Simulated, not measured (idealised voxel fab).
The following is a process module called voxel capacitor over wiring.
Cross-section cut: width 150 nm, square cells of 5 nm.
When this document writes out a cross-section, it uses a grid of square cells and lists it as bands, beginning at the top and moving down, with a band standing for one or more rows of cells.
Each band's line starts with the height of the band's top and of its bottom, in nm. Then come its materials from left to right, each with its width in nm. One material with "full width" fills the band from edge to edge. "empty" is empty space.
It should be noted that heights are counted from 0, beneath which the wafer as supplied is of one material throughout, and that the lowest band possesses no lower boundary but continues downward, as written in "z 0 and below".
Quick explanation for "30..40": the width changes in equal steps down the rows of cells, from the first number in the band's top row to the second number in its bottom row.
What does "stayed the same" mean for a step? It means no cell of the cross-section changed in that step.
The list in "Closed cavities" covers empty spaces of 8 cells or more that cannot reach the top through any open way, and it gives each as width x height at distance; the distance is from the left edge, and width, height and distance are in nm.
That trailing text on a step's line, after the settings, is the simulator's own remark on the step.
"overlay nm", when on a step's line for a step with a mask, measures how far to the right of its planned place the mask lay; a negative measure means to the left.

Intended process steps:
1,RECEIVE with material Si
2,CONFORMAL_DEP with material SiO2, thk nm 10
3,DIRECTIONAL_DEP with material TiN, thk nm 5
4,DIRECTIONAL_DEP with material W, thk nm 15
5,MASKED_ETCH with tone cover, mask id METAL_1, width nm 30, pitch nm 90, etch materials W, depth nm 15, overlay nm 0
6,MASKED_ETCH with tone cover, mask id METAL_1, width nm 30, pitch nm 90, etch materials TiN, depth nm 5, overlay nm 0
7,CONFORMAL_DEP with material SiN, thk nm 5
8,FILL_DEP with material SiO2, thk nm 5
9,CMP with height nm 30
10,CONFORMAL_DEP with material SiCN, thk nm 5
11,DIRECTIONAL_DEP with material SiO2, thk nm 10
12,MASKED_ETCH with tone open, mask id PLUG_1, width nm 15, etch materials SiO2, depth nm 10, overlay nm 0
13,MASKED_ETCH with tone open, mask id PLUG_1, width nm 15, etch materials SiCN, depth nm 5, overlay nm 0
14,EPI with material Ru, thk nm 10
15,EPI with material Ru, thk nm 5
16,DIRECTIONAL_DEP with material TiN, thk nm 5
17,DIRECTIONAL_DEP with material Al2O3, thk nm 5
18,DIRECTIONAL_DEP with material TiN, thk nm 10
19,DIRECTIONAL_DEP with material aC, thk nm 10
20,PATTERN with tone cover, mask id UPPER_PLATE, material resist, width nm 65, thk nm 30, overlay nm 0
21,DIRECTIONAL_ETCH with etch materials aC, depth nm 10
22,STRIP with etch materials resist
23,DIRECTIONAL_ETCH with etch materials TiN, depth nm 10
24,DIRECTIONAL_ETCH with etch materials Al2O3, depth nm 5
25,STRIP with etch materials aC
26,DIRECTIONAL_DEP with material aC, thk nm 10
27,PATTERN with tone cover, mask id LOWER_PLATE, material resist, width nm 75, thk nm 30, overlay nm 0
28,DIRECTIONAL_ETCH with etch materials aC, depth nm 10
29,STRIP with etch materials resist
30,DIRECTIONAL_ETCH with etch materials TiN, depth nm 5
31,STRIP with etch materials aC
32,FILL_DEP with material SiO2, thk nm 20
33,CMP with height nm 80
34,MASKED_ETCH with tone open, mask id PLUG_2, width nm 15, etch materials SiO2, depth nm 15, overlay nm 0
35,CONFORMAL_DEP with material TiN, thk nm 5
36,FILL_DEP with material W, thk nm 5
37,CMP with height nm 80
38,CONFORMAL_DEP with material SiN, thk nm 5

Wafer at receipt (post step 1), cross-section:
  z 0 and below = Si full width
  Closed cavities: none

Result of the module, cross-sectioned: start per above, plan per above, one error in how it was run:
  z 85 to 80 = SiN full width
  z 80 to 75 = SiO2: 40, then TiN: 15, then SiO2: 95
  z 75 to 65 = SiO2: 30, then TiN: 65, then SiO2: 55
  z 65 to 60 = SiO2: 30, then Al2O3: 65, then SiO2: 55
  z 60 to 50 = Al2O3 full width
  z 50 to 45 = TiN full width
  z 45 to 35 = SiO2: 30, then Ru: 15, then SiO2: 105
  z 35 to 30 = SiCN: 30, then Ru: 15, then SiCN: 105
  z 30 to 15 = SiO2: 10, then SiN: 5, then W: 30, then SiN: 5, then SiO2: 50, then SiN: 5, then W: 30, then SiN: 5, then SiO2: 10
  z 15 to 10 = SiN: 15, then TiN: 30, then SiN: 60, then TiN: 30, then SiN: 15
  z 10 to 0 = SiO2 full width
  z 0 and below = Si full width
  Closed cavities: none
Short version of what went wrong: step 17 ran with different settings than intended, the actual operation and settings being DIRECTIONAL_DEP with material Al2O3, thk nm 15
